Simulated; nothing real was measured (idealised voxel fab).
Process module heading - voxel self aligned contacts
250 nm wide, 5 nm square cells: that's cross-section cut.
If you're reading a cross-section in this doc, picture square cells in a grid; it comes to you as bands, top ones listed first down to the bottom, and a band can be one or more rows of cells. What a band's entry tells you: where the top is and where the bottom is, as heights in nm, and after that what lies inside, material by material from left to right, each with its width in nm. Empty space is written as the word "blank", and a single material marked with the word "throughout" occupies the band from edge to edge. Heights are reckoned from 0. Under this level, the received wafer is all of one material. The bottommost band is open-ended downward, for example "0 nm and below". Width: "30..40" (first number = top row, second number = bottom row, same change from row to row of cells). Reading "no change" for a step: not a cell of the cross-section changed in it. "Fully sealed voids" contains a list of empty spaces, each no smaller than 8 cells and without an open way to the top, written in the form width x height at distance with the distance from the left edge and all three in nm. Step line, after settings: the simulator's comment on this step. The setting "overlay nm" may be written on the line of a step. When the step uses a mask, the value reports how far to the right of the planned place the mask lay, and a negative value reports that it lay to the left.

**This section lists the process steps that were planned**
| 1 | RECEIVE [material Si] |
| 2 | OXIDIZE [depth nm 5] |
| 3 | DIRECTIONAL_DEP [material polySi] [thk nm 30] |
| 4 | DIRECTIONAL_DEP [material SiN] [thk nm 20] |
| 5 | PATTERN [tone cover] [mask id GATE] [material resist] [width nm 25] [pitch nm 60] [thk nm 15] [overlay nm 0] |
| 6 | DIRECTIONAL_ETCH [etch materials SiN] [depth nm 20] |
| 7 | DIRECTIONAL_ETCH [etch materials polySi] [depth nm 30] |
| 8 | STRIP [etch materials resist] |
| 9 | CONFORMAL_DEP [material SiN] [thk nm 10] |
| 10 | DIRECTIONAL_ETCH [etch materials SiN] [depth nm 10] |
| 11 | FILL_DEP [material SiO2] [thk nm 10] |
| 12 | CMP [height nm 55] |
| 13 | DIRECTIONAL_DEP [material aC] [thk nm 15] |
| 14 | PATTERN [tone open] [mask id CONTACT] [material resist] [width nm 45] [thk nm 35] [overlay nm 0] |
| 15 | DIRECTIONAL_ETCH [etch materials aC] [depth nm 15] |
| 16 | STRIP [etch materials resist] |
| 17 | DIRECTIONAL_ETCH [etch materials SiO2] [depth nm 60] |
| 18 | STRIP [etch materials aC] |
| 19 | CONFORMAL_DEP [material TiN] [thk nm 5] |
| 20 | FILL_DEP [material W] [thk nm 10] |
| 21 | CMP [height nm 55] |
| 22 | CONFORMAL_DEP [material SiCN] [thk nm 5] |

**Cross-section of the wafer at receipt, which is the condition after step 1**
- 0 nm and below = Si throughout
- Fully sealed voids: none

**First of two wafers: cross-section at end of module, run per plan**
- 60 nm to 55 nm = SiCN throughout
- 55 nm to 50 nm = SiO2 (100), then TiN (20), then W (5), then TiN (20), then SiO2 (105)
- 50 nm to 30 nm = SiO2 (70), then SiN (45), then TiN (5), then W (5), then TiN (5), then SiN (45), then SiO2 (75)
- 30 nm to 0 nm = SiO2 (70), then SiN (10), then polySi (25), then SiN (10), then TiN (5), then W (5), then TiN (5), then SiN (10), then polySi (25), then SiN (10), then SiO2 (75)
- 0 nm to -5 nm = SiO2 (115), then TiN (15), then SiO2 (120)
- -5 nm and below = Si throughout
- Fully sealed voids: none

**Here's the second of our two wafers sectioned at module end. Same start as the first, same plan, but one mistake got made running it**
- 60 nm to 55 nm = SiCN throughout
- 55 nm to 50 nm = SiO2 (100), then TiN (45), then SiO2 (105)
- 50 nm to 30 nm = SiO2 (70), then SiN (50), then TiN (10), then SiN (50), then SiO2 (70)
- 30 nm to 0 nm = SiO2 (70), then SiN (10), then polySi (30), then SiN (10), then TiN (10), then SiN (10), then polySi (30), then SiN (10), then SiO2 (70)
- 0 nm to -5 nm = SiO2 (120), then TiN (10), then SiO2 (120)
- -5 nm and below = Si throughout
- Fully sealed voids: none
Processing error: step 5 went in with a setting other than planned; the actual run was PATTERN [tone cover] [mask id GATE] [material resist] [width nm 30] [pitch nm 60] [thk nm 15] [overlay nm 0]
Wrapping up, a cell-based count of both wafers puts the second over or under the first for these materials: +8 SiN; -9 SiO2; -11 W; +12 polySi
